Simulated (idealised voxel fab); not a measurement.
Process module name: voxel tone inversion
Xsec cut, 210 nm wide, square cell size 5 nm.
Notation: cross-section as square-cell grid; stated in bands, top first, going down; one or more cell rows per band. A band entry consists of two parts. The first gives the height of the band's top and the height of its bottom, in nm. The rest lists the band's materials from left to right, each with its width in nm. A single material labelled with the word "everywhere" fills the band from edge to edge, and the word "blank" marks empty space. Heights from 0 (as-received wafer is one material below). Bottom band endless downward, as "0..down". Read "30->40" as a graded width: first number on top, second number at the bottom, same change between each pair of neighbouring rows. The cross-section has no changed cell in any step marked "remained unchanged". For the entry "Voids, enclosed", the listed items are empty spaces with no open way to the top whose size is 8 cells or more; each item follows the pattern width x height at distance, where distance is from the left edge and all three are in nm. Formally, on a step line, whatever follows the settings is a remark that the simulator itself makes on the step. The "overlay nm" setting may appear on a step's line; for a step that uses a mask, it gives how far to the right of its planned position the mask lay, and a negative value indicates the left.

## Planned process steps
1: RECEIVE,material Si
2: CONFORMAL_DEP,material SiN,thk nm 10
3: DIRECTIONAL_DEP,material polySi,thk nm 20
4: PATTERN,tone cover,mask id POSTS,material resist,width nm 15,pitch nm 35,thk nm 30,overlay nm 0
5: DIRECTIONAL_ETCH,etch materials polySi,depth nm 20
6: STRIP,etch materials resist
7: FILL_DEP,material SiO2,thk nm 5
8: CMP,height nm 30
9: STRIP,etch materials polySi

## What follows covers the first of two wafers; it ran as planned

## Shown in cross-section is the wafer as received, that is, as it stands after step 1
  0..down | Si everywhere
  Voids, enclosed: none

## Cross-sectional representation of the wafer at the conclusion of step 2
  10..0 | SiN everywhere
  At heights below 0, the structure remains unaltered.

## Cross-sectional representation of the wafer at the conclusion of step 3
  30..10 | polySi everywhere
  At heights below 10, the structure remains unaltered.

## Cross-sectional representation of the wafer at the conclusion of step 4
  60..30 | blank: 60 / resist: 15 / blank: 20 / resist: 15 / blank: 20 / resist: 15 / blank: 65
  At heights below 30, the structure remains unaltered.

## Cross-sectional representation of the wafer at the conclusion of step 5
  60..30 | blank: 60 / resist: 15 / blank: 20 / resist: 15 / blank: 20 / resist: 15 / blank: 65
  30..10 | blank: 60 / polySi: 15 / blank: 20 / polySi: 15 / blank: 20 / polySi: 15 / blank: 65
  At heights below 10, the structure remains unaltered.

## Cross-sectional representation of the wafer at the conclusion of step 6
  30..10 | blank: 60 / polySi: 15 / blank: 20 / polySi: 15 / blank: 20 / polySi: 15 / blank: 65
  At heights below 10, the structure remains unaltered.

## Cross-sectional representation of the wafer at the conclusion of step 7
  35..30 | SiO2 everywhere
  30..10 | SiO2: 60 / polySi: 15 / SiO2: 20 / polySi: 15 / SiO2: 20 / polySi: 15 / SiO2: 65
  At heights below 10, the structure remains unaltered.

## Cross-sectional representation of the wafer at the conclusion of step 8
  30..10 | SiO2: 60 / polySi: 15 / SiO2: 20 / polySi: 15 / SiO2: 20 / polySi: 15 / SiO2: 65
  At heights below 10, the structure remains unaltered.

## Cross-sectional representation of the wafer at the conclusion of step 9
  30..10 | SiO2: 60 / blank: 15 / SiO2: 20 / blank: 15 / SiO2: 20 / blank: 15 / SiO2: 65
  At heights below 10, the structure remains unaltered.

## Wafer two of two - same starting point, same process plan, one mistake in execution; matches wafer one up to and including step 2

## Second wafer, section view, time point: scheduled end of step 3
  30..10 | SiO2 everywhere
  At heights below 10, the structure remains unaltered.

## Second wafer, section view, time point: scheduled end of step 4
  60..30 | blank: 60 / resist: 15 / blank: 20 / resist: 15 / blank: 20 / resist: 15 / blank: 65
  At heights below 30, the structure remains unaltered.

Second wafer, section view, time point: scheduled end of step 5: remained unchanged

## Second wafer, section view, time point: scheduled end of step 6
  30..10 | SiO2 everywhere
  At heights below 10, the structure remains unaltered.

## Second wafer, section view, time point: scheduled end of step 7
  35..10 | SiO2 everywhere
  At heights below 10, the structure remains unaltered.

## Second wafer, section view, time point: scheduled end of step 8
  30..10 | SiO2 everywhere
  At heights below 10, the structure remains unaltered.

Second wafer, section view, time point: scheduled end of step 9: remained unchanged
Against the plan, the run slipped here: step 3 off recipe, ran as DIRECTIONAL_DEP,material SiO2,thk nm 20
End check, counted in cells, second wafer has more or fewer of these materials than the first: +36 SiO2
